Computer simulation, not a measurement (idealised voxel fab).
Process module heading - voxel self aligned contacts
The width of the displayed cross-section, cut, is 290 nm; its cells are square, with a size of 5 nm.
Each cross-section below is a grid of square cells, stated as bands in top-down order, with one or more rows of cells making up each band.
For a band, the entry starts with two heights in nm, that of the top and then that of the bottom, and carries on with the band's materials in order from left to right, each alongside its width in nm; the word "full width" beside a single material means it fills the band edge to edge, and "empty" means empty space.
We count height from 0. Below that, the starting wafer is all one material. The lowest band never ends at the bottom but goes on down; see "0 and below" for how that is written.
Per-row width for "30..40": begins at first number (top row of band), ends at second number (bottom row), increment between rows held constant.
Reading "no change" for a step: not a cell of the cross-section changed in it.
Enclosed voids (no open way to top), threshold 8 cells or more, entry "Tabulated closed voids", notation width x height at distance, distance from left edge, nm.
Whatever follows a step's settings on its line is a remark the simulator itself makes about that step.
overlay nm: mask offset rightward from planned place, masked step; negative means leftward offset.

These are the steps we planned for the process:
- 1: RECEIVE with material Si
- 2: OXIDIZE with depth nm 5
- 3: DIRECTIONAL_DEP with material polySi, thk nm 25
- 4: DIRECTIONAL_DEP with material SiN, thk nm 20
- 5: DIRECTIONAL_DEP with material aC, thk nm 10
- 6: PATTERN with tone cover, mask id GATE, material resist, width nm 25, pitch nm 60, thk nm 25, overlay nm 0
- 7: DIRECTIONAL_ETCH with etch materials aC, depth nm 10
- 8: STRIP with etch materials resist
- 9: DIRECTIONAL_ETCH with etch materials SiN, depth nm 20
- 10: DIRECTIONAL_ETCH with etch materials polySi, depth nm 25
- 11: STRIP with etch materials aC
- 12: CONFORMAL_DEP with material SiN, thk nm 10
- 13: DIRECTIONAL_ETCH with etch materials SiN, depth nm 10
- 14: FILL_DEP with material SiO2, thk nm 20
- 15: CMP with height nm 55
- 16: MASKED_ETCH with tone open, mask id CONTACT, width nm 45, etch materials SiO2, depth nm 60, overlay nm 0
- 17: CONFORMAL_DEP with material TiN, thk nm 5
- 18: FILL_DEP with material Ru, thk nm 10
- 19: CMP with height nm 55
- 20: CONFORMAL_DEP with material SiN, thk nm 5

Step 1 complete: cross-section of the wafer as received:
- 0 and below = Si full width
- Tabulated closed voids: none

Cross-section taken at module completion on the first of two wafers; processed per the plan:
- 60 down to 55 = SiN full width
- 55 down to 45 = 120 nm SiO2  5..20 nm TiN  35..5 nm Ru  5..20 nm TiN  125 nm SiO2
- 45 down to 25 = 90 nm SiO2  45 nm SiN  5 nm TiN  5 nm Ru  5 nm TiN  45 nm SiN  95 nm SiO2
- 25 down to 0 = 90 nm SiO2  10 nm SiN  25 nm polySi  10 nm SiN  5 nm TiN  5 nm Ru  5 nm TiN  10 nm SiN  25 nm polySi  10 nm SiN  95 nm SiO2
- 0 down to -5 = 135 nm SiO2  15 nm TiN  140 nm SiO2
- -5 and below = Si full width
- Tabulated closed voids: none

End-of-module cross-section of the second wafer: identical starting point and process plan to the first, with one processing mistake:
- 60 down to 55 = SiN full width
- 55 down to 50 = 90 nm SiO2  45 nm SiN  5 nm TiN  5 nm Ru  5 nm TiN  45 nm SiN  95 nm SiO2
- 50 down to 30 = 90 nm SiO2  10 nm SiN  25 nm polySi  10 nm SiN  5 nm TiN  5 nm Ru  5 nm TiN  10 nm SiN  25 nm polySi  10 nm SiN  95 nm SiO2
- 30 down to 25 = 90 nm SiO2  10 nm SiN  25 nm polySi  10 nm SiN  15 nm TiN  10 nm SiN  25 nm polySi  10 nm SiN  95 nm SiO2
- 25 down to 0 = polySi full width
- 0 down to -5 = SiO2 full width
- -5 and below = Si full width
- Tabulated closed voids: none
Heads up, the wafer didn't run the way we planned it: the plan had its step 3 run twice
Looking at both finished wafers in cells, the second ends up ahead of or behind the first on some materials: -12 Ru, -54 SiN, -206 SiO2, -18 TiN, +290 polySi
